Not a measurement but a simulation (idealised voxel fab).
The process module presented herein is designated voxel wiring stack.
The cross-section shown here is cut; it is 180 nm wide and divided into square cells measuring 5 nm on a side.
Cross-section, as written here: a square-cell grid given band by band from the top down, where a band holds one or more rows of cells.
This entry defines a band. It first specifies the height of the band's top and the height of its bottom in nm, and then specifies the band's materials from left to right, stating each material with its width in nm. The word "throughout" identifies a single material that fills the band from edge to edge, while the word "empty" identifies empty space.
For the purposes of this specification, 0 denotes the height below which the wafer in its as-received condition is composed wholly of one material, and the lowermost band, lacking a lower limit, extends downward without end, as expressed in "0 and below".
A two-number width, for instance "30..40", indicates that the width is equal to the first number in the top row of the band and to the second number in the bottom row, and that it changes by a constant amount per row of cells.
A step reported as "nothing was modified" is a step in which no cell of the cross-section changed.
"Fully sealed cavities": empty spaces of 8 cells or more with no open way to the top, each given as width x height at distance, distance from the left edge, all in nm.
On each step's line, the part that comes after the settings is the simulator's own comment on the step.
On any step carrying a mask, the "overlay nm" setting, if present on the step's line, tells how far right of its planned place the mask lay; negative values point to the left.

[plan]
1 op RECEIVE | material Si
2 op CONFORMAL_DEP | material SiO2 | thk nm 10
3 op DIRECTIONAL_DEP | material TiN | thk nm 5
4 op DIRECTIONAL_DEP | material Ru | thk nm 15
5 op DIRECTIONAL_DEP | material aC | thk nm 15
6 op PATTERN | tone cover | mask id METAL_1 | material resist | width nm 20 | pitch nm 50 | thk nm 35 | overlay nm 0
7 op DIRECTIONAL_ETCH | etch materials aC | depth nm 15
8 op STRIP | etch materials resist
9 op DIRECTIONAL_ETCH | etch materials Ru | depth nm 15
10 op DIRECTIONAL_ETCH | etch materials TiN | depth nm 5
11 op STRIP | etch materials aC
12 op FILL_DEP | material SiO2 | thk nm 10
13 op CMP | height nm 30
14 op CONFORMAL_DEP | material SiCN | thk nm 5
15 op DIRECTIONAL_DEP | material lowk | thk nm 15
16 op MASKED_ETCH | tone open | mask id PLUG_1 | width nm 15 | pitch nm 100 | etch materials lowk | depth nm 15 | overlay nm 0
17 op MASKED_ETCH | tone open | mask id PLUG_1 | width nm 15 | pitch nm 100 | etch materials SiCN | depth nm 5 | overlay nm 0
18 op CONFORMAL_DEP | material TiN | thk nm 5
19 op FILL_DEP | material Cu | thk nm 10
20 op CMP | height nm 50
21 op CONFORMAL_DEP | material SiCN | thk nm 5
22 op DIRECTIONAL_DEP | material SiO2 | thk nm 15
23 op MASKED_ETCH | tone open | mask id METAL_2 | width nm 20 | pitch nm 50 | etch materials SiO2 | depth nm 15 | overlay nm 0
24 op MASKED_ETCH | tone open | mask id METAL_2 | width nm 20 | pitch nm 50 | etch materials SiCN | depth nm 5 | overlay nm 0
25 op CONFORMAL_DEP | material TiN | thk nm 5
26 op FILL_DEP | material Ru | thk nm 5
27 op CMP | height nm 70
28 op CONFORMAL_DEP | material SiCN | thk nm 5
29 op DIRECTIONAL_DEP | material SiO2 | thk nm 15
30 op MASKED_ETCH | tone open | mask id PLUG_2 | width nm 15 | pitch nm 100 | etch materials SiO2 | depth nm 15 | overlay nm 0
31 op MASKED_ETCH | tone open | mask id PLUG_2 | width nm 15 | pitch nm 100 | etch materials SiCN | depth nm 5 | overlay nm 0
32 op EPI | material Ru | thk nm 10
33 op EPI | material Ru | thk nm 10
34 op CONFORMAL_DEP | material SiN | thk nm 5
35 op DIRECTIONAL_DEP | material lowk | thk nm 15
36 op MASKED_ETCH | tone open | mask id METAL_3 | width nm 20 | pitch nm 50 | etch materials lowk | depth nm 15 | overlay nm 0
37 op MASKED_ETCH | tone open | mask id METAL_3 | width nm 20 | pitch nm 50 | etch materials SiN | depth nm 5 | overlay nm 0
38 op CONFORMAL_DEP | material TiN | thk nm 5
39 op FILL_DEP | material Cu | thk nm 10
40 op CMP | height nm 110
41 op EPI | material Ru | thk nm 5
42 op FILL_DEP | material SiCN | thk nm 5
43 op DIRECTIONAL_DEP | material SiO2 | thk nm 25
44 op MASKED_ETCH | tone open | mask id METAL_4 | width nm 20 | pitch nm 50 | etch materials SiO2 | depth nm 15 | overlay nm 0
45 op MASKED_ETCH | tone open | mask id METAL_4_HOLES | width nm 15 | pitch nm 50 | etch materials SiO2 | depth nm 10 | overlay nm 0
46 op MASKED_ETCH | tone open | mask id METAL_4_HOLES | width nm 15 | pitch nm 50 | etch materials SiCN | depth nm 5 | overlay nm 0
47 op CONFORMAL_DEP | material TiN | thk nm 5
48 op FILL_DEP | material Cu | thk nm 10
49 op CMP | height nm 145
50 op CONFORMAL_DEP | material SiN | thk nm 5

[Wafer at receipt (post step 1), cross-section]
  0 and below  Si throughout
  Fully sealed cavities: none

[The following cross-section depicts the wafer upon conclusion of the module. Processing commenced from the starting condition illustrated above and adhered to the plan illustrated above, save for one mistake in execution]
  150 down to 145  SiN throughout
  145 down to 135  SiO2 30 | TiN 5 | Cu 10 | TiN 5 | SiO2 30 | TiN 5 | Cu 10 | TiN 5 | SiO2 30 | TiN 5 | Cu 10 | TiN 5 | SiO2 30
  135 down to 130  SiO2 30 | TiN 5 | Cu 5 | TiN 10 | SiO2 30 | TiN 5 | Cu 5 | TiN 10 | SiO2 30 | TiN 5 | Cu 5 | TiN 10 | SiO2 30
  130 down to 120  SiO2 30 | TiN 5 | Cu 5 | TiN 5 | SiO2 35 | TiN 5 | Cu 5 | TiN 5 | SiO2 35 | TiN 5 | Cu 5 | TiN 5 | SiO2 35
  120 down to 115  SiCN 30 | TiN 15 | SiCN 35 | TiN 15 | SiCN 35 | TiN 15 | SiCN 35
  115 down to 110  SiCN 25 | Ru 30 | SiCN 20 | Ru 30 | SiCN 20 | Ru 30 | SiCN 25
  110 down to 95  lowk 30 | TiN 5 | Cu 10 | TiN 5 | lowk 30 | TiN 5 | Cu 10 | TiN 5 | lowk 30 | TiN 5 | Cu 10 | TiN 5 | lowk 30
  95 down to 90  SiN 30 | TiN 20 | SiN 30 | TiN 20 | SiN 30 | TiN 20 | SiN 30
  90 down to 85  SiCN 30 | SiN 5 | TiN 5 | SiN 5 | SiCN 85 | SiN 5 | TiN 5 | SiN 5 | SiCN 35
  85 down to 70  SiO2 throughout
  70 down to 55  SiO2 30 | TiN 5 | Ru 10 | TiN 5 | SiO2 30 | TiN 5 | Ru 10 | TiN 5 | SiO2 30 | TiN 5 | Ru 10 | TiN 5 | SiO2 30
  55 down to 50  SiCN 30 | TiN 20 | SiCN 30 | TiN 20 | SiCN 30 | TiN 20 | SiCN 30
  50 down to 35  lowk 30 | TiN 5 | Cu 5 | TiN 5 | lowk 85 | TiN 5 | Cu 5 | TiN 5 | lowk 35
  35 down to 30  SiCN 30 | TiN 15 | SiCN 85 | TiN 15 | SiCN 35
  30 down to 15  SiO2 30 | Ru 20 | SiO2 30 | Ru 20 | SiO2 30 | Ru 20 | SiO2 30
  15 down to 10  SiO2 30 | TiN 20 | SiO2 30 | TiN 20 | SiO2 30 | TiN 20 | SiO2 30
  10 down to 0  SiO2 throughout
  0 and below  Si throughout
  Fully sealed cavities: none
Deviation from plan: ran 28 and 29 in swapped order versus the plan
